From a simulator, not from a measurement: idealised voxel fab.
process module | voxel quadruple lines
Displayed cross-section: cut, width of 185 nm, square cells sized 5 nm.
The cross-sections in this document take the form of a grid made of square cells. They are written out as bands, in order from top to bottom. Each band consists of one or more rows of cells. What a band's entry tells you: where the top is and where the bottom is, as heights in nm, and after that what lies inside, material by material from left to right, each with its width in nm. Empty space is written as the word "empty", and a single material marked with the word "edge to edge" occupies the band from edge to edge. Below 0: as-received wafer, all one material; heights counted from there. Lowest band: no bottom, goes on down, written "z 0 and below". Width spec "30->40" -> top row of cells at first value, bottom row at second value, equal per-row change in between. Step note "remained the same" = no cross-section cell changed. Any empty space of 8 cells or more lacking an open way to the top shows up in "Internal closed voids" as width x height at distance, distance from the left edge, in nm. Whatever follows a step's settings on its line is a remark the simulator itself makes about that step. Among the settings permitted on a step's line is "overlay nm"; applied to a step with a mask, it specifies the extent to which the mask lay to the right of its planned position, whereas a negative figure signifies a position to the left.
Plan
1: RECEIVE [material Si]
2: CONFORMAL_DEP [material Al2O3] [thk nm 10]
3: DIRECTIONAL_DEP [material Ru] [thk nm 10]
4: DIRECTIONAL_DEP [material polySi] [thk nm 20]
5: DIRECTIONAL_DEP [material aC] [thk nm 20]
6: PATTERN [tone cover] [mask id MANDREL] [material resist] [width nm 25] [pitch nm 80] [thk nm 30] [overlay nm 0]
7: DIRECTIONAL_ETCH [etch materials aC] [depth nm 20]
8: STRIP [etch materials resist]
9: CONFORMAL_DEP [material SiO2] [thk nm 5]
10: DIRECTIONAL_ETCH [etch materials SiO2] [depth nm 15]
11: STRIP [etch materials aC]
12: DIRECTIONAL_ETCH [etch materials polySi] [depth nm 20]
13: STRIP [etch materials SiO2]
14: CONFORMAL_DEP [material SiN] [thk nm 5]
15: DIRECTIONAL_ETCH [etch materials SiN] [depth nm 5]
16: STRIP [etch materials polySi]
17: DIRECTIONAL_ETCH [etch materials Ru] [depth nm 10]
18: STRIP [etch materials SiN]
All wafers enter the flow in the same state. The thk nm at step 9 differs from wafer to wafer, and the plan gives the value for the first wafer.
Received wafers, first of several: cross-section after step 1
* z 0 and below | Si edge to edge
* Internal closed voids: none
First wafer of several, cross-section, module end, after step 18 (last)
* z 20 to 10 | empty: 30, then Ru: 5, then empty: 5, then Ru: 5, then empty: 15, then Ru: 5, then empty: 5, then Ru: 5, then empty: 35, then Ru: 5, then empty: 5, then Ru: 5, then empty: 15, then Ru: 5, then empty: 5, then Ru: 5, then empty: 30
* z 10 to 0 | Al2O3 edge to edge
* z 0 and below | Si edge to edge
* Internal closed voids: none
Sectional view of the last wafer upon completion of the module
* z 10 to 0 | Al2O3 edge to edge
* z 0 and below | Si edge to edge
* Internal closed voids: none
Gained (+) or lost (-) cells of each material since receipt, then closed voids: one row per wafer, at the end of the module
thk nm 5; +74 Al2O3; +16 Ru; Internal closed voids: none
thk nm 10; +74 Al2O3; +16 Ru; Internal closed voids: none
thk nm 15; +74 Al2O3; +16 Ru; Internal closed voids: none
thk nm 20; +74 Al2O3; Internal closed voids: none
thk nm 25; +74 Al2O3; Internal closed voids: none
thk nm 30; +74 Al2O3; Internal closed voids: none
